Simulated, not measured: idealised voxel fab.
The following process module bears the name voxel transistor to metal.
Pictured: cross-section cut, 295 nm wide, on a grid of 5 nm square cells.
Bands, listed from the top down, are how a cross-section gets written in this document; the cross-section itself is a grid of square cells, and a band is one or more rows of them.
Top, bottom (nm), then materials left to right with widths (nm); lone material tagged "edge to edge" fills the whole band edge to edge; "empty" = empty space.
Height reference: 0 = level under which incoming wafer is all one material. Lowest band: no bottom, runs on downward, e.g. "from 0 down".
Top row gets the first number, bottom row gets the second, and each row in between changes by the same step: that is how a band width like "30->40" works.
Given "no modifications" for a step, no cell of the cross-section differs between before and after that step.
Voids not open to the top, 8 cells minimum: see "Entrapped void list". Written width x height at distance; distance is from the left edge; nm.
If you see something after the settings on a step's line, that's the simulator's own remark about that step.
Steps that use a mask can have "overlay nm" on their line. It says how far the mask sat to the right of where it was meant to be. Negative means to the left.

-- The steps planned for the process are as follows
- 1: RECEIVE, material Si
- 2: CONFORMAL_DEP, material SiO2, thk nm 5
- 3: CONFORMAL_DEP, material SiN, thk nm 10
- 4: DIRECTIONAL_DEP, material aC, thk nm 15
- 5: PATTERN, tone cover, mask id ACTIVE, material resist, width nm 115, pitch nm 145, thk nm 30, overlay nm 0
- 6: DIRECTIONAL_ETCH, etch materials aC, depth nm 15
- 7: STRIP, etch materials resist
- 8: DIRECTIONAL_ETCH, etch materials SiN, depth nm 10
- 9: DIRECTIONAL_ETCH, etch materials SiO2, depth nm 5
- 10: DIRECTIONAL_ETCH, etch materials Si, depth nm 30
- 11: STRIP, etch materials aC
- 12: OXIDIZE, depth nm 5
- 13: FILL_DEP, material SiO2, thk nm 5
- 14: CMP, height nm 15
- 15: SELECTIVE_ETCH, etch materials SiO2, depth nm 10
- 16: STRIP, etch materials SiN
- 17: SELECTIVE_ETCH, etch materials SiO2, depth nm 5
- 18: OXIDIZE, depth nm 5
- 19: DIRECTIONAL_DEP, material polySi, thk nm 20
- 20: DIRECTIONAL_DEP, material SiCN, thk nm 10
- 21: DIRECTIONAL_DEP, material aC, thk nm 15
- 22: PATTERN, tone cover, mask id GATE, material resist, width nm 25, pitch nm 145, thk nm 30, overlay nm 0
- 23: DIRECTIONAL_ETCH, etch materials aC, depth nm 15
- 24: STRIP, etch materials resist
- 25: DIRECTIONAL_ETCH, etch materials SiCN, depth nm 20
- 26: DIRECTIONAL_ETCH, etch materials polySi, depth nm 30
- 27: STRIP, etch materials aC
- 28: CONFORMAL_DEP, material SiN, thk nm 5
- 29: DIRECTIONAL_ETCH, etch materials SiN, depth nm 5
- 30: DIRECTIONAL_ETCH, etch materials SiO2, depth nm 5
- 31: DIRECTIONAL_ETCH, etch materials Si, depth nm 5
- 32: EPI, material pSi, thk nm 5
- 33: FILL_DEP, material SiO2, thk nm 5
- 34: CMP, height nm 20
- 35: STRIP, etch materials polySi
- 36: SELECTIVE_ETCH, etch materials SiO2, depth nm 5
- 37: CONFORMAL_DEP, material HfO2, thk nm 5
- 38: CONFORMAL_DEP, material TiN, thk nm 5
- 39: FILL_DEP, material W, thk nm 10
- 40: CMP, height nm 15
- 41: DIRECTIONAL_DEP, material SiO2, thk nm 10
- 42: PATTERN, tone open, mask id CONTACT, material resist, width nm 20, thk nm 15, overlay nm 0
- 43: DIRECTIONAL_ETCH, etch materials SiO2, depth nm 30
- 44: STRIP, etch materials resist
- 45: CONFORMAL_DEP, material TiN, thk nm 5
- 46: FILL_DEP, material W, thk nm 5
- 47: CMP, height nm 25
- 48: CONFORMAL_DEP, material SiN, thk nm 5
- 49: DIRECTIONAL_DEP, material lowk, thk nm 20
- 50: MASKED_ETCH, tone open, mask id METAL_1, width nm 20, etch materials lowk, depth nm 20, overlay nm 0
- 51: MASKED_ETCH, tone open, mask id METAL_1, width nm 20, etch materials SiN, depth nm 5, overlay nm 0
- 52: CONFORMAL_DEP, material TiN, thk nm 5
- 53: FILL_DEP, material Cu, thk nm 5
- 54: CMP, height nm 50
- 55: EPI, material Ru, thk nm 5
- 56: FILL_DEP, material SiCN, thk nm 5
- 57: DIRECTIONAL_DEP, material lowk, thk nm 25
- 58: MASKED_ETCH, tone open, mask id METAL_2_HOLES, width nm 15, pitch nm 145, etch materials lowk, depth nm 25, overlay nm 0
- 59: DIRECTIONAL_DEP, material aC, thk nm 15
- 60: PATTERN, tone open, mask id METAL_2, material resist, width nm 20, pitch nm 145, thk nm 35, overlay nm 0
- 61: DIRECTIONAL_ETCH, etch materials aC, depth nm 15
- 62: STRIP, etch materials resist
- 63: DIRECTIONAL_ETCH, etch materials lowk, depth nm 15
- 64: DIRECTIONAL_ETCH, etch materials SiCN, depth nm 5
- 65: STRIP, etch materials aC
- 66: CONFORMAL_DEP, material TiN, thk nm 5
- 67: FILL_DEP, material Cu, thk nm 10
- 68: CMP, height nm 85
- 69: CONFORMAL_DEP, material SiN, thk nm 5

-- Step 1 complete: cross-section of the wafer as received
	from 0 down = Si edge to edge
	Entrapped void list: none

-- First of two wafers: cross-section at end of module, run per plan
	from 90 to 85 = SiN edge to edge
	from 85 to 75 = lowk 25 / TiN 5 / Cu 10 / TiN 5 / lowk 125 / TiN 5 / Cu 10 / TiN 5 / lowk 105
	from 75 to 70 = lowk 25 / TiN 5 / Cu 5 / TiN 10 / lowk 125 / TiN 5 / Cu 5 / TiN 10 / lowk 105
	from 70 to 60 = lowk 25 / TiN 5 / Cu 5 / TiN 5 / lowk 130 / TiN 5 / Cu 5 / TiN 5 / lowk 110
	from 60 to 55 = SiCN 25 / TiN 15 / SiCN 130 / TiN 15 / SiCN 110
	from 55 to 50 = SiCN 20 / Ru 30 / SiCN 45 / Ru 30 / SiCN 40 / Ru 30 / SiCN 45 / Ru 30 / SiCN 25
	from 50 to 30 = lowk 25 / TiN 5 / Cu 10 / TiN 5 / lowk 55 / TiN 5 / Cu 10 / TiN 5 / lowk 50 / TiN 5 / Cu 10 / TiN 5 / lowk 55 / TiN 5 / Cu 10 / TiN 5 / lowk 30
	from 30 to 25 = SiN 25 / TiN 20 / SiN 55 / TiN 20 / SiN 50 / TiN 20 / SiN 55 / TiN 20 / SiN 30
	from 25 to 15 = SiO2 25 / TiN 5 / W 10 / TiN 5 / SiO2 55 / TiN 5 / W 10 / TiN 5 / SiO2 50 / TiN 5 / W 10 / TiN 5 / SiO2 55 / TiN 5 / W 10 / TiN 5 / SiO2 30
	from 15 to 5 = SiO2 25 / TiN 5 / W 10 / TiN 5 / SiO2 10 / SiN 5 / HfO2 5 / TiN 5 / W 5 / TiN 5 / HfO2 5 / SiN 5 / SiO2 10 / TiN 5 / W 10 / TiN 5 / SiO2 50 / TiN 5 / W 10 / TiN 5 / SiO2 10 / SiN 5 / HfO2 5 / TiN 5 / W 5 / TiN 5 / HfO2 5 / SiN 5 / SiO2 10 / TiN 5 / W 10 / TiN 5 / SiO2 30
	from 5 to 0 = SiO2 25 / TiN 5 / W 10 / TiN 5 / SiO2 10 / SiN 5 / HfO2 5 / TiN 15 / HfO2 5 / SiN 5 / SiO2 10 / TiN 5 / W 10 / TiN 5 / SiO2 50 / TiN 5 / W 10 / TiN 5 / SiO2 10 / SiN 5 / HfO2 5 / TiN 15 / HfO2 5 / SiN 5 / SiO2 10 / TiN 5 / W 10 / TiN 5 / SiO2 30
	from 0 to -5 = SiO2 25 / TiN 20 / SiO2 5 / pSi 5 / HfO2 35 / pSi 5 / SiO2 5 / TiN 20 / SiO2 50 / TiN 20 / SiO2 5 / pSi 5 / HfO2 35 / pSi 5 / SiO2 5 / TiN 20 / SiO2 30
	from -5 to -10 = SiO2 20 / pSi 35 / Si 35 / pSi 35 / SiO2 40 / pSi 35 / Si 35 / pSi 35 / SiO2 25
	from -10 to -35 = SiO2 20 / Si 105 / SiO2 40 / Si 105 / SiO2 25
	from -35 down = Si edge to edge
	Entrapped void list: none

-- End-of-module cross-section of the second wafer: identical starting point and process plan to the first, with one processing mistake
	from 90 to 85 = SiN edge to edge
	from 85 to 75 = lowk 25 / TiN 5 / Cu 15 / TiN 5 / lowk 120 / TiN 5 / Cu 15 / TiN 5 / lowk 100
	from 75 to 65 = lowk 25 / TiN 5 / Cu 5 / TiN 15->5 / lowk 120->130 / TiN 5 / Cu 5 / TiN 15->5 / lowk 100->110
	from 65 to 60 = lowk 25 / TiN 15 / lowk 130 / TiN 15 / lowk 110
	from 60 to 55 = SiCN 30 / TiN 10 / SiCN 135 / TiN 10 / SiCN 110
	from 55 to 50 = SiCN 20 / Ru 30 / SiCN 45 / Ru 30 / SiCN 40 / Ru 30 / SiCN 45 / Ru 30 / SiCN 25
	from 50 to 30 = lowk 25 / TiN 5 / Cu 10 / TiN 5 / lowk 55 / TiN 5 / Cu 10 / TiN 5 / lowk 50 / TiN 5 / Cu 10 / TiN 5 / lowk 55 / TiN 5 / Cu 10 / TiN 5 / lowk 30
	from 30 to 25 = SiN 25 / TiN 20 / SiN 55 / TiN 20 / SiN 50 / TiN 20 / SiN 55 / TiN 20 / SiN 30
	from 25 to 15 = SiO2 25 / TiN 5 / W 10 / TiN 5 / SiO2 55 / TiN 5 / W 10 / TiN 5 / SiO2 50 / TiN 5 / W 10 / TiN 5 / SiO2 55 / TiN 5 / W 10 / TiN 5 / SiO2 30
	from 15 to 5 = SiO2 25 / TiN 5 / W 10 / TiN 5 / SiO2 10 / SiN 5 / HfO2 5 / TiN 5 / W 5 / TiN 5 / HfO2 5 / SiN 5 / SiO2 10 / TiN 5 / W 10 / TiN 5 / SiO2 50 / TiN 5 / W 10 / TiN 5 / SiO2 10 / SiN 5 / HfO2 5 / TiN 5 / W 5 / TiN 5 / HfO2 5 / SiN 5 / SiO2 10 / TiN 5 / W 10 / TiN 5 / SiO2 30
	from 5 to 0 = SiO2 25 / TiN 5 / W 10 / TiN 5 / SiO2 10 / SiN 5 / HfO2 5 / TiN 15 / HfO2 5 / SiN 5 / SiO2 10 / TiN 5 / W 10 / TiN 5 / SiO2 50 / TiN 5 / W 10 / TiN 5 / SiO2 10 / SiN 5 / HfO2 5 / TiN 15 / HfO2 5 / SiN 5 / SiO2 10 / TiN 5 / W 10 / TiN 5 / SiO2 30
	from 0 to -5 = SiO2 25 / TiN 20 / SiO2 5 / pSi 5 / HfO2 35 / pSi 5 / SiO2 5 / TiN 20 / SiO2 50 / TiN 20 / SiO2 5 / pSi 5 / HfO2 35 / pSi 5 / SiO2 5 / TiN 20 / SiO2 30
	from -5 to -10 = SiO2 20 / pSi 35 / Si 35 / pSi 35 / SiO2 40 / pSi 35 / Si 35 / pSi 35 / SiO2 25
	from -10 to -35 = SiO2 20 / Si 105 / SiO2 40 / Si 105 / SiO2 25
	from -35 down = Si edge to edge
	Entrapped void list: none
What was done differently from what was planned? off-plan run, step 60, actual operation and settings PATTERN, tone open, mask id METAL_2, material resist, width nm 20, pitch nm 145, thk nm 35, overlay nm 5
Final difference in cells, second wafer against first, listed per material as more or fewer: Cu +2; SiCN +2; TiN +2; lowk -6
